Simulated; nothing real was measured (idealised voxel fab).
The process module presented herein is designated voxel transistor to metal.
It is cross-section cut that appears here, measuring 175 nm in width, its square cells being 5 nm in size.
This document writes a cross-section as a grid whose cells are square, and gives it as bands, listed from the top down; one or more rows of cells form a band.
Band entry format. Leading values: height of top, height of bottom, nm. Remainder: materials in left-to-right order, each with its width in nm. Special words: "everywhere" on a single material, which then fills the band edge to edge; "air", empty space.
Basically, 0 is our baseline, since under it the wafer straight out of the box is all one material. The bottom band has no lower end and keeps on going down, so it looks like "0 and below".
A width given as "30->40" starts at the first number in the band's top row and ends at the second number in its bottom row, shifting by an equal amount at every step from row to row.
Where a step carries "nothing was modified", the cross-section came out of it unchanged, cell for cell.
The list in "Unvented cavities" covers empty spaces of 8 cells or more that cannot reach the top through any open way, and it gives each as width x height at distance; the distance is from the left edge, and width, height and distance are in nm.
after a step's settings: what the simulator itself notes on the step
The setting "overlay nm" may be written on the line of a step. When the step uses a mask, the value reports how far to the right of the planned place the mask lay, and a negative value reports that it lay to the left.

Process steps (planned)
| 1 | RECEIVE [material Si] |
| 2 | OXIDIZE [depth nm 5] |
| 3 | CONFORMAL_DEP [material SiN] [thk nm 10] |
| 4 | DIRECTIONAL_DEP [material aC] [thk nm 10] |
| 5 | PATTERN [tone cover] [mask id ACTIVE] [material resist] [width nm 105] [thk nm 30] [overlay nm 0] |
| 6 | DIRECTIONAL_ETCH [etch materials aC] [depth nm 10] |
| 7 | STRIP [etch materials resist] |
| 8 | DIRECTIONAL_ETCH [etch materials SiN] [depth nm 10] |
| 9 | DIRECTIONAL_ETCH [etch materials SiO2] [depth nm 5] |
| 10 | DIRECTIONAL_ETCH [etch materials Si] [depth nm 25] |
| 11 | STRIP [etch materials aC] |
| 12 | FILL_DEP [material SiO2] [thk nm 15] |
| 13 | CMP [height nm 10] |
| 14 | SELECTIVE_ETCH [etch materials SiO2] [depth nm 5] |
| 15 | STRIP [etch materials SiN] |
| 16 | SELECTIVE_ETCH [etch materials SiO2] [depth nm 5] |
| 17 | OXIDIZE [depth nm 5] |
| 18 | DIRECTIONAL_DEP [material polySi] [thk nm 30] |
| 19 | DIRECTIONAL_DEP [material SiCN] [thk nm 15] |
| 20 | PATTERN [tone cover] [mask id GATE] [material resist] [width nm 15] [thk nm 20] [overlay nm 0] |
| 21 | DIRECTIONAL_ETCH [etch materials SiCN] [depth nm 25] |
| 22 | DIRECTIONAL_ETCH [etch materials polySi] [depth nm 40] |
| 23 | STRIP [etch materials resist] |
| 24 | CONFORMAL_DEP [material SiO2] [thk nm 5] |
| 25 | DIRECTIONAL_ETCH [etch materials SiO2] [depth nm 5] |
| 26 | CONFORMAL_DEP [material SiN] [thk nm 10] |
| 27 | DIRECTIONAL_ETCH [etch materials SiN] [depth nm 10] |
| 28 | DIRECTIONAL_ETCH [etch materials SiO2] [depth nm 5] |
| 29 | DIRECTIONAL_ETCH [etch materials Si] [depth nm 15] |
| 30 | EPI [material pSi] [thk nm 20] |
| 31 | FILL_DEP [material SiO2] [thk nm 5] |
| 32 | CMP [height nm 40] |
| 33 | DIRECTIONAL_DEP [material SiO2] [thk nm 15] |
| 34 | PATTERN [tone open] [mask id CONTACT] [material resist] [width nm 20] [pitch nm 65] [thk nm 20] [overlay nm 0] |
| 35 | DIRECTIONAL_ETCH [etch materials SiO2] [depth nm 45] |
| 36 | STRIP [etch materials resist] |
| 37 | CONFORMAL_DEP [material TiN] [thk nm 5] |
| 38 | FILL_DEP [material Ru] [thk nm 5] |
| 39 | CMP [height nm 55] |
| 40 | DIRECTIONAL_DEP [material TiN] [thk nm 5] |
| 41 | DIRECTIONAL_DEP [material Ru] [thk nm 25] |
| 42 | PATTERN [tone cover] [mask id METAL_1] [material resist] [width nm 20] [pitch nm 65] [thk nm 20] [overlay nm 0] |
| 43 | DIRECTIONAL_ETCH [etch materials Ru] [depth nm 25] |
| 44 | DIRECTIONAL_ETCH [etch materials TiN] [depth nm 5] |
| 45 | STRIP [etch materials resist] |
| 46 | FILL_DEP [material SiO2] [thk nm 5] |
| 47 | CMP [height nm 85] |
| 48 | CONFORMAL_DEP [material SiN] [thk nm 5] |

Shown in cross-section is the wafer as received, that is, as it stands after step 1
> 0 and below = Si everywhere
> Unvented cavities: none

Cross-section: first of two wafers, module finished, run according to plan
> 90 down to 85 = SiN everywhere
> 85 down to 60 = SiO2 45; Ru 20; SiO2 45; Ru 20; SiO2 45
> 60 down to 55 = SiO2 45; TiN 20; SiO2 45; TiN 20; SiO2 45
> 55 down to 40 = SiO2 45; TiN 5; Ru 10; TiN 5; SiO2 45; TiN 5; Ru 10; TiN 5; SiO2 45
> 40 down to 25 = SiO2 45; TiN 5; Ru 10; TiN 5; SiN 10; SiO2 5; SiCN 15; SiO2 5; SiN 10; TiN 5; Ru 10; TiN 5; SiO2 45
> 25 down to 15 = SiO2 45; TiN 5; Ru 10; TiN 5; SiN 10; SiO2 5; polySi 15; SiO2 5; SiN 10; TiN 5; Ru 10; TiN 5; SiO2 45
> 15 down to 10 = SiO2 45; TiN 20; SiN 10; SiO2 5; polySi 15; SiO2 5; SiN 10; TiN 20; SiO2 45
> 10 down to 0 = SiO2 35; pSi 30; SiN 10; SiO2 5; polySi 15; SiO2 5; SiN 10; pSi 30; SiO2 35
> 0 down to -5 = SiO2 35; SiN 10; pSi 20; SiN 10; SiO2 5; polySi 15; SiO2 5; SiN 10; pSi 20; SiN 10; SiO2 35
> -5 down to -10 = SiO2 45; pSi 20; SiO2 45; pSi 20; SiO2 45
> -10 down to -25 = SiO2 35; Si 10; pSi 20; Si 45; pSi 20; Si 10; SiO2 35
> -25 down to -30 = SiO2 35; Si 105; SiO2 35
> -30 and below = Si everywhere
> Unvented cavities: none

What the second wafer looks like in cross-section once the module is done. Its start and its plan matched the first wafer's exactly; what differed was one mistake in how it was run
> 90 down to 85 = SiN everywhere
> 85 down to 60 = SiO2 45; Ru 20; SiO2 45; Ru 20; SiO2 45
> 60 down to 55 = SiO2 45; TiN 20; SiO2 45; TiN 20; SiO2 45
> 55 down to 40 = SiO2 45; TiN 5; Ru 10; TiN 5; SiO2 45; TiN 5; Ru 10; TiN 5; SiO2 45
> 40 down to 15 = SiO2 45; TiN 5; Ru 10; TiN 5; SiN 10; SiO2 5; polySi 15; SiO2 5; SiN 10; TiN 5; Ru 10; TiN 5; SiO2 45
> 15 down to 10 = SiO2 45; TiN 20; SiO2 45; TiN 20; SiO2 45
> 10 down to 0 = SiO2 35; SiN 105; SiO2 35
> 0 down to -5 = SiO2 everywhere
> -5 down to -30 = SiO2 35; Si 105; SiO2 35
> -30 and below = Si everywhere
> Unvented cavities: none
Short version of what went wrong: step 13 of the plan was omitted and not executed
Final comparison by cell count, materials where the second wafer has more or fewer than the first: 45 more of Si, 9 fewer of SiCN, 22 more of SiN, 9 more of SiO2, 64 fewer of pSi, 3 fewer of polySi
